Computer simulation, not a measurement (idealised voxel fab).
Process module under the name voxel tone inversion
In the cross-section labelled cut, the width is 200 nm and each square cell is 5 nm.
Cross-section = grid of square cells, listed top down in bands; band = one or more rows. The entry gives the band's vertical extent as a top height and a bottom height in nm, then its horizontal make-up as materials from left to right, each with a width in nm. "blank" stands for empty space; a single material marked "full width" fills the band edge to edge. Height datum 0, below which the as-received substrate wafer is one material. Lowest band open at the bottom, running downward: "0 -> down". Graded width ("30 to 40"): value in top row of band = first number; value in bottom row = second number; row-to-row change constant. Given "nothing got changed" for a step, no cell of the cross-section differs between before and after that step. This entry, "Fully closed voids", enumerates those empty regions of no fewer than 8 cells that possess no open connection to the top. Each region is reported in the form width x height at distance, the distance being taken from the left edge, with all three quantities expressed in nm. Where a step's line continues beyond its settings, the continuation is a remark by the simulator itself on that step. Each step line may optionally specify "overlay nm", which for a step with a mask gives the rightward distance between the mask's planned place and where it lay, a negative value indicating the leftward direction.
**Steps in the process plan**
1,RECEIVE | material Si
2,CONFORMAL_DEP | material SiN | thk nm 5
3,DIRECTIONAL_DEP | material aC | thk nm 20
4,PATTERN | tone cover | mask id POSTS | material resist | width nm 20 | pitch nm 35 | thk nm 30 | overlay nm 0
5,DIRECTIONAL_ETCH | etch materials aC | depth nm 20
6,STRIP | etch materials resist
7,FILL_DEP | material SiO2 | thk nm 10
8,CMP | height nm 25
9,STRIP | etch materials aC
10,CONFORMAL_DEP | material TiN | thk nm 5
11,FILL_DEP | material W | thk nm 10
12,CMP | height nm 25
13,CONFORMAL_DEP | material SiCN | thk nm 5
**Cross-section of the wafer at receipt, which is the condition after step 1**
	0 -> down = Si full width
	Fully closed voids: none
**The first of two wafers, cross-sectioned at the end of the module, with the run proceeding as planned**
	30 -> 25 = SiCN full width
	25 -> 10 = 55 nm SiO2  5 nm TiN  10 nm W  5 nm TiN  15 nm SiO2  5 nm TiN  10 nm W  5 nm TiN  15 nm SiO2  5 nm TiN  10 nm W  5 nm TiN  55 nm SiO2
	10 -> 5 = 55 nm SiO2  20 nm TiN  15 nm SiO2  20 nm TiN  15 nm SiO2  20 nm TiN  55 nm SiO2
	5 -> 0 = SiN full width
	0 -> down = Si full width
	Fully closed voids: none
**Second wafer cross-section at end of module - shared start and plan with the first, one mistake in the run**
	30 -> 25 = SiCN full width
	25 -> 10 = 55 nm SiO2  5 nm SiCN  10 nm W  5 nm SiCN  15 nm SiO2  5 nm SiCN  10 nm W  5 nm SiCN  15 nm SiO2  5 nm SiCN  10 nm W  5 nm SiCN  55 nm SiO2
	10 -> 5 = 55 nm SiO2  20 nm SiCN  15 nm SiO2  20 nm SiCN  15 nm SiO2  20 nm SiCN  55 nm SiO2
	5 -> 0 = SiN full width
	0 -> down = Si full width
	Fully closed voids: none
Which mistake was made when the wafer was run? note that step 10 departed from the planned setting and was carried out as CONFORMAL_DEP | material SiCN | thk nm 5
FYI, end of process, the second wafer has more or fewer cells of some materials than the first: SiCN: 30 more | TiN: 30 fewer
